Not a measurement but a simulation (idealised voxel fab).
process module | voxel ribs on slabs
cross-section cut | 255 nm wide | cells 5 nm
A cross-section is a grid of square cells, given in bands from the top down. A band is one or more rows of cells.
Each band's line starts with the height of the band's top and of its bottom, in nm. Then come its materials from left to right, each with its width in nm. One material with "throughout" fills the band from edge to edge. "air" is empty space.
Height 0 is the level under which the wafer as received is all one material. The lowest band goes on downwards, as in "0 down".
A width such as "30 to 40" changes by the same amount from each row of cells to the next, from the band's top row to its bottom row.
"no change" after a step means that no cell of the cross-section changed.
closed voids: empty space of 8 cells or more with no open way to the top, each as width x height at its distance from the left edge, in nm
after a step's settings: what the simulator itself notes on the step
overlay nm, on a step with a mask: how far to the right of its planned place the mask lay; to the left if negative
plan
1 op RECEIVE | material Si
2 op DIRECTIONAL_DEP | material SiO2 | thk nm 20
3 op DIRECTIONAL_DEP | material polySi | thk nm 15
4 op MASKED_ETCH | tone cover | mask id RIB | width nm 20 | etch materials polySi | depth nm 5 | overlay nm 0
5 op DIRECTIONAL_DEP | material aC | thk nm 15
6 op PATTERN | tone cover | mask id SLAB | material resist | width nm 70 | thk nm 30 | overlay nm 0
7 op DIRECTIONAL_ETCH | etch materials aC | depth nm 15
8 op STRIP | etch materials resist
9 op DIRECTIONAL_ETCH | etch materials polySi | depth nm 10
10 op STRIP | etch materials aC
11 op FILL_DEP | material SiO2 | thk nm 20
12 op CMP | height nm 45
13 op DIRECTIONAL_DEP | material W | thk nm 5
14 op MASKED_ETCH | tone cover | mask id HEATER | width nm 30 | etch materials W | depth nm 5 | overlay nm 0
15 op CONFORMAL_DEP | material SiN | thk nm 5
as received, after step 1
  0 down: Si throughout
  closed voids: none
a wafer at the end: this start, this plan, one mistake
  50 to 45: air 105 | SiN 40 | air 110
  45 to 40: SiN 110 | W 30 | SiN 115
  40 to 35: SiO2 throughout
  35 to 30: SiO2 115 | polySi 20 | SiO2 120
  30 to 20: SiO2 90 | polySi 70 | SiO2 95
  20 to 0: SiO2 throughout
  0 down: Si throughout
  closed voids: none
what went wrong: step 12 ran as: op CMP | height nm 40
